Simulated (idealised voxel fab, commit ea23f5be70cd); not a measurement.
This section sets out a process module, namely voxel fin reveal.
For reference, the cross-section in this document is cut, with width 155 nm and square cells of 5 nm.
Heads up, the way a cross-section reads in here is a grid of square cells, handed over as bands from the top down, with every band being one or more rows of cells. Top height, bottom height, nm. Materials left to right, width each, nm. Single material + "everywhere" = fills band edge to edge. "air" = empty. Height datum 0, below which the as-received substrate wafer is one material. Lowest band open at the bottom, running downward: "from 0 down". So if you see something like "30->40" for the width, read it as the top row of the band sitting at the first number and the bottom row at the second, with every row in between moving by the same amount as the last. Key: "stayed the same" - step with no changed cell in the cross-section. In the "Sealed void list" entry, you get each enclosed empty space of 8 cells or more, one with no open way to the top, written width x height at distance, distance from the left edge, in nm. Where a step's line continues beyond its settings, the continuation is a remark by the simulator itself on that step. When a step includes a mask, the "overlay nm" setting on its line states how far to the right of its planned place that mask lay, and negative values state how far to the left.
-- The process steps that were planned are listed below
1: RECEIVE, material Si
2: CONFORMAL_DEP, material SiN, thk nm 5
3: DIRECTIONAL_DEP, material aC, thk nm 10
4: PATTERN, tone cover, mask id FINS, material resist, width nm 15, pitch nm 35, thk nm 30, overlay nm 0
5: DIRECTIONAL_ETCH, etch materials aC, depth nm 10
6: STRIP, etch materials resist
7: DIRECTIONAL_ETCH, etch materials SiN, depth nm 5
8: DIRECTIONAL_ETCH, etch materials Si, depth nm 30
9: STRIP, etch materials aC
10: FILL_DEP, material SiO2, thk nm 10
11: CMP, height nm 5
12: SELECTIVE_ETCH, etch materials SiO2, depth nm 15
13: STRIP, etch materials SiN
-- As-received state of the wafer in cross-section, equivalent to post-step 1
	from 0 down = Si everywhere
	Sealed void list: none
-- End-of-module cross-section. Starting structure and process plan as above; one mistake made in running it
	from 0 to -10 = air (15) | Si (15) | air (20) | Si (15) | air (20) | Si (15) | air (20) | Si (15) | air (20)
	from -10 to -60 = SiO2 (15) | Si (15) | SiO2 (20) | Si (15) | SiO2 (20) | Si (15) | SiO2 (20) | Si (15) | SiO2 (20)
	from -60 down = Si everywhere
	Sealed void list: none
Misprocessing identified: plan step 8 was twice executed
